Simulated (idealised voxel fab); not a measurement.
This is a process module. Its name is voxel released beams.
In the cross-section labelled cut, the width is 145 nm and each square cell is 5 nm.
In what follows, cross-sections appear as grids of square cells, described through bands that run from the top down, where every band is one or more rows of cells. Within each band entry, the heights of the top and of the bottom of the band appear first, in that order and in nm; the materials of the band then follow from left to right, each with its corresponding width in nm. The designation "everywhere" on a single material indicates that it fills the band from edge to edge; the designation "blank" indicates empty space. Height datum 0, below which the as-received substrate wafer is one material. Lowest band open at the bottom, running downward: "top 0, no bottom". The expression "30..40" gives the width at the extremes of the band, the first number at its top row of cells and the second at its bottom row, with the width changing by equal amounts from each row to the next in between. Where the words "nothing different" appear for a step, the cross-section shows no cell changed by that step; every cell remained as before. Reported under the label "Closed void register" are the empty spaces having no open way to the top and comprising 8 cells or more; the notation for each is width x height at distance, in which the distance is measured from the left edge and all three values are in nm. Note: text after step settings on the step line = simulator remark on that step. You can add "overlay nm" to a step's line. For a step with a mask, it describes how far the mask lay to the right of its planned position, and a negative number describes a lay to the left. So the way this works: pairs, before and after one process step. The after picture only goes down to the lowest band that actually changed, nothing below. Step and its settings are under each pair. And watch out, pairs might come from different runs of this module, same starting wafer though, so a pair only follows on from the one above if its "Incoming structure" entry tells you so.

Incoming structure
> top 0, no bottom = Si everywhere
> Closed void register: none

Result of Step
> top 10, bottom 0 = Al2O3 everywhere
> For the remainder of the cross-section, below 0, there is no change.
> Closed void register: none
Going from the before section above to the after section, the step was CONFORMAL_DEP, material Al2O3, thk nm 10

Incoming structure: the state before this step is the cross-section shown after the step in the pair just above.

Result of Step
> top 20, bottom 10 = SiO2 everywhere
> For the remainder of the cross-section, below 10, there is no change.
> Closed void register: none
Going from the before section above to the after section, the step was DIRECTIONAL_DEP, material SiO2, thk nm 10

Incoming structure: the state before this step is the cross-section shown after the step in the pair just above.

Result of Step
> top 20, bottom 10 = 30 SiO2; 40 blank; 75 SiO2
> For the remainder of the cross-section, below 10, there is no change.
> Closed void register: none
Going from the before section above to the after section, the step was MASKED_ETCH, tone open, mask id ANCHOR, width nm 40, etch materials SiO2, depth nm 10, overlay nm 0

Incoming structure: the state before this step is the cross-section shown after the step in the pair just above.

Result of Step
> top 35, bottom 25 = 45 SiN; 10 blank; 90 SiN
> top 25, bottom 20 = SiN everywhere
> top 20, bottom 10 = 30 SiO2; 40 SiN; 75 SiO2
> For the remainder of the cross-section, below 10, there is no change.
> Closed void register: none
Going from the before section above to the after section, the step was CONFORMAL_DEP, material SiN, thk nm 15

Incoming structure: the state before this step is the cross-section shown after the step in the pair just above.

Result of Step
> top 35, bottom 25 = 25 blank; 20 SiN; 10 blank; 55 SiN; 35 blank
> top 25, bottom 20 = 25 blank; 85 SiN; 35 blank
> For the remainder of the cross-section, below 20, there is no change.
> Closed void register: none
Going from the before section above to the after section, the step was MASKED_ETCH, tone cover, mask id BEAM, width nm 85, etch materials SiN, depth nm 15, overlay nm 0

Incoming structure: the state before this step is the cross-section shown after the step in the pair just above.

Result of Step
> top 35, bottom 25 = 25 blank; 20 SiN; 10 blank; 55 SiN; 35 blank
> top 25, bottom 20 = 25 blank; 85 SiN; 35 blank
> top 20, bottom 10 = 30 blank; 40 SiN; 75 blank
> For the remainder of the cross-section, below 10, there is no change.
> Closed void register: none
Going from the before section above to the after section, the step was STRIP, etch materials SiO2

Incoming structure
> top 10, bottom 0 = Al2O3 everywhere
> top 0, no bottom = Si everywhere
> Closed void register: none

Result of Step
> top 25, bottom 10 = SiN everywhere
> For the remainder of the cross-section, below 10, there is no change.
> Closed void register: none
Going from the before section above to the after section, the step was CONFORMAL_DEP, material SiN, thk nm 15

Incoming structure: the state before this step is the cross-section shown after the step in the pair just above.

Result of Step
> top 25, bottom 10 = 25 blank; 85 SiN; 35 blank
> For the remainder of the cross-section, below 10, there is no change.
> Closed void register: none
Going from the before section above to the after section, the step was MASKED_ETCH, tone cover, mask id BEAM, width nm 85, etch materials SiN, depth nm 15, overlay nm 0

Incoming structure
> top 35, bottom 25 = 45 SiN; 10 blank; 90 SiN
> top 25, bottom 20 = SiN everywhere
> top 20, bottom 10 = 30 SiO2; 40 SiN; 75 SiO2
> top 10, bottom 0 = Al2O3 everywhere
> top 0, no bottom = Si everywhere
> Closed void register: none

Result of Step
> top 50, bottom 20 = SiN everywhere
> For the remainder of the cross-section, below 20, there is no change.
> Closed void register: none
Going from the before section above to the after section, the step was CONFORMAL_DEP, material SiN, thk nm 15

Incoming structure: the state before this step is the cross-section shown after the step in the pair just above.

Result of Step
> top 50, bottom 35 = 25 blank; 85 SiN; 35 blank
> For the remainder of the cross-section, below 35, there is no change.
> Closed void register: none
Going from the before section above to the after section, the step was MASKED_ETCH, tone cover, mask id BEAM, width nm 85, etch materials SiN, depth nm 15, overlay nm 0

Incoming structure
> top 0, no bottom = Si everywhere
> Closed void register: none

Result of Step
> top 10, bottom 0 = SiO2 everywhere
> For the remainder of the cross-section, below 0, there is no change.
> Closed void register: none
Going from the before section above to the after section, the step was DIRECTIONAL_DEP, material SiO2, thk nm 10

Incoming structure: the state before this step is the cross-section shown after the step in the pair just above.

Result of Step
> top 20, bottom 10 = Al2O3 everywhere
> For the remainder of the cross-section, below 10, there is no change.
> Closed void register: none
Going from the before section above to the after section, the step was CONFORMAL_DEP, material Al2O3, thk nm 10

Incoming structure: the state before this step is the cross-section shown after the step in the pair just above.

Result of Step
> top 35, bottom 20 = SiN everywhere
> For the remainder of the cross-section, below 20, there is no change.
> Closed void register: none
Going from the before section above to the after section, the step was CONFORMAL_DEP, material SiN, thk nm 15

Incoming structure: the state before this step is the cross-section shown after the step in the pair just above.

Result of Step
> top 35, bottom 20 = 25 blank; 85 SiN; 35 blank
> For the remainder of the cross-section, below 20, there is no change.
> Closed void register: none
Going from the before section above to the after section, the step was MASKED_ETCH, tone cover, mask id BEAM, width nm 85, etch materials SiN, depth nm 15, overlay nm 0

Incoming structure
> top 10, bottom 0 = Al2O3 everywhere
> top 0, no bottom = Si everywhere
> Closed void register: none

Result of Step
> top 15, bottom 10 = SiO2 everywhere
> For the remainder of the cross-section, below 10, there is no change.
> Closed void register: none
Going from the before section above to the after section, the step was DIRECTIONAL_DEP, material SiO2, thk nm 5

Incoming structure: the state before this step is the cross-section shown after the step in the pair just above.

Result of Step
> top 15, bottom 10 = 30 SiO2; 40 blank; 75 SiO2
> For the remainder of the cross-section, below 10, there is no change.
> Closed void register: none
Going from the before section above to the after section, the step was MASKED_ETCH, tone open, mask id ANCHOR, width nm 40, etch materials SiO2, depth nm 10, overlay nm 0

Incoming structure: the state before this step is the cross-section shown after the step in the pair just above.

Result of Step
> top 30, bottom 25 = 45 SiN; 10 blank; 90 SiN
> top 25, bottom 15 = SiN everywhere
> top 15, bottom 10 = 30 SiO2; 40 SiN; 75 SiO2
> For the remainder of the cross-section, below 10, there is no change.
> Closed void register: none
Going from the before section above to the after section, the step was CONFORMAL_DEP, material SiN, thk nm 15

Incoming structure: the state before this step is the cross-section shown after the step in the pair just above.

Result of Step
> top 30, bottom 25 = 25 blank; 20 SiN; 10 blank; 55 SiN; 35 blank
> top 25, bottom 15 = 25 blank; 85 SiN; 35 blank
> For the remainder of the cross-section, below 15, there is no change.
> Closed void register: none
Going from the before section above to the after section, the step was MASKED_ETCH, tone cover, mask id BEAM, width nm 85, etch materials SiN, depth nm 15, overlay nm 0

Incoming structure: the state before this step is the cross-section shown after the step in the pair just above.

Result of Step
> top 30, bottom 25 = 25 blank; 20 SiN; 10 blank; 55 SiN; 35 blank
> top 25, bottom 15 = 25 blank; 85 SiN; 35 blank
> top 15, bottom 10 = 30 blank; 40 SiN; 75 blank
> For the remainder of the cross-section, below 10, there is no change.
> Closed void register: none
Going from the before section above to the after section, the step was STRIP, etch materials SiO2

Incoming structure
> top 35, bottom 25 = 45 SiN; 10 blank; 90 SiN
> top 25, bottom 20 = SiN everywhere
> top 20, bottom 10 = 30 SiO2; 40 SiN; 75 SiO2
> top 10, bottom 0 = Al2O3 everywhere
> top 0, no bottom = Si everywhere
> Closed void register: none

Result of Step
> top 35, bottom 25 = 30 blank; 15 SiN; 10 blank; 55 SiN; 35 blank
> top 25, bottom 20 = 30 blank; 80 SiN; 35 blank
> For the remainder of the cross-section, below 20, there is no change.
> Closed void register: none
Going from the before section above to the after section, the step was MASKED_ETCH, tone cover, mask id BEAM, width nm 80, etch materials SiN, depth nm 15, overlay nm 0

Incoming structure: the state before this step is the cross-section shown after the step in the pair just above.

Result of Step
> top 35, bottom 25 = 30 blank; 15 SiN; 10 blank; 55 SiN; 35 blank
> top 25, bottom 20 = 30 blank; 80 SiN; 35 blank
> top 20, bottom 10 = 30 blank; 40 SiN; 75 blank
> For the remainder of the cross-section, below 10, there is no change.
> Closed void register: none
Going from the before section above to the after section, the step was STRIP, etch materials SiO2

Incoming structure
> top 20, bottom 10 = SiO2 everywhere
> top 10, bottom 0 = Al2O3 everywhere
> top 0, no bottom = Si everywhere
> Closed void register: none

Result of Step
> top 20, bottom 10 = 25 SiO2; 40 blank; 80 SiO2
> For the remainder of the cross-section, below 10, there is no change.
> Closed void register: none
Going from the before section above to the after section, the step was MASKED_ETCH, tone open, mask id ANCHOR, width nm 40, etch materials SiO2, depth nm 10, overlay nm -5

Incoming structure: the state before this step is the cross-section shown after the step in the pair just above.

Result of Step
> top 35, bottom 25 = 40 SiN; 10 blank; 95 SiN
> top 25, bottom 20 = SiN everywhere
> top 20, bottom 10 = 25 SiO2; 40 SiN; 80 SiO2
> For the remainder of the cross-section, below 10, there is no change.
> Closed void register: none
Going from the before section above to the after section, the step was CONFORMAL_DEP, material SiN, thk nm 15

Incoming structure: the state before this step is the cross-section shown after the step in the pair just above.

Result of Step
> top 35, bottom 25 = 25 blank; 15 SiN; 10 blank; 60 SiN; 35 blank
> top 25, bottom 20 = 25 blank; 85 SiN; 35 blank
> For the remainder of the cross-section, below 20, there is no change.
> Closed void register: none
Going from the before section above to the after section, the step was MASKED_ETCH, tone cover, mask id BEAM, width nm 85, etch materials SiN, depth nm 15, overlay nm 0

Incoming structure: the state before this step is the cross-section shown after the step in the pair just above.

Result of Step
> top 35, bottom 25 = 25 blank; 15 SiN; 10 blank; 60 SiN; 35 blank
> top 25, bottom 20 = 25 blank; 85 SiN; 35 blank
> top 20, bottom 10 = 25 blank; 40 SiN; 80 blank
> For the remainder of the cross-section, below 10, there is no change.
> Closed void register: none
Going from the before section above to the after section, the step was STRIP, etch materials SiO2

Incoming structure
> top 0, no bottom = Si everywhere
> Closed void register: none

Result of Step
> top 10, bottom 0 = SiN everywhere
> For the remainder of the cross-section, below 0, there is no change.
> Closed void register: none
Going from the before section above to the after section, the step was CONFORMAL_DEP, material SiN, thk nm 10

Incoming structure: the state before this step is the cross-section shown after the step in the pair just above.

Result of Step
> top 20, bottom 10 = SiO2 everywhere
> For the remainder of the cross-section, below 10, there is no change.
> Closed void register: none
Going from the before section above to the after section, the step was DIRECTIONAL_DEP, material SiO2, thk nm 10

Incoming structure: the state before this step is the cross-section shown after the step in the pair just above.

Result of Step
> top 20, bottom 10 = 30 SiO2; 40 blank; 75 SiO2
> For the remainder of the cross-section, below 10, there is no change.
> Closed void register: none
Going from the before section above to the after section, the step was MASKED_ETCH, tone open, mask id ANCHOR, width nm 40, etch materials SiO2, depth nm 10, overlay nm 0

Incoming structure: the state before this step is the cross-section shown after the step in the pair just above.

Result of Step
> top 35, bottom 25 = 45 SiN; 10 blank; 90 SiN
> top 25, bottom 20 = SiN everywhere
> top 20, bottom 10 = 30 SiO2; 40 SiN; 75 SiO2
> For the remainder of the cross-section, below 10, there is no change.
> Closed void register: none
Going from the before section above to the after section, the step was CONFORMAL_DEP, material SiN, thk nm 15

Incoming structure: the state before this step is the cross-section shown after the step in the pair just above.

Result of Step
> top 35, bottom 25 = 25 blank; 20 SiN; 10 blank; 55 SiN; 35 blank
> top 25, bottom 20 = 25 blank; 85 SiN; 35 blank
> For the remainder of the cross-section, below 20, there is no change.
> Closed void register: none
Going from the before section above to the after section, the step was MASKED_ETCH, tone cover, mask id BEAM, width nm 85, etch materials SiN, depth nm 15, overlay nm 0

Incoming structure: the state before this step is the cross-section shown after the step in the pair just above.

Result of Step
> top 35, bottom 25 = 25 blank; 20 SiN; 10 blank; 55 SiN; 35 blank
> top 25, bottom 20 = 25 blank; 85 SiN; 35 blank
> top 20, bottom 10 = 30 blank; 40 SiN; 75 blank
> For the remainder of the cross-section, below 10, there is no change.
> Closed void register: none
Going from the before section above to the after section, the step was STRIP, etch materials SiO2

Incoming structure
> top 35, bottom 25 = 45 SiN; 10 blank; 90 SiN
> top 25, bottom 20 = SiN everywhere
> top 20, bottom 10 = 30 SiO2; 40 SiN; 75 SiO2
> top 10, bottom 0 = Al2O3 everywhere
> top 0, no bottom = Si everywhere
> Closed void register: none

Result of Step
> top 35, bottom 20 = 25 SiN; 85 blank; 35 SiN
> top 20, bottom 10 = 30 SiO2; 15 SiN; 10 blank; 15 SiN; 75 SiO2
> For the remainder of the cross-section, below 10, there is no change.
> Closed void register: none
Going from the before section above to the after section, the step was MASKED_ETCH, tone open, mask id BEAM, width nm 85, etch materials SiN, depth nm 15, overlay nm 0

Incoming structure: the state before this step is the cross-section shown after the step in the pair just above.

Result of Step
> top 20, bottom 10 = 30 blank; 15 SiN; 10 blank; 15 SiN; 75 blank
> For the remainder of the cross-section, below 10, there is no change.
> Closed void register: none
Going from the before section above to the after section, the step was STRIP, etch materials SiO2
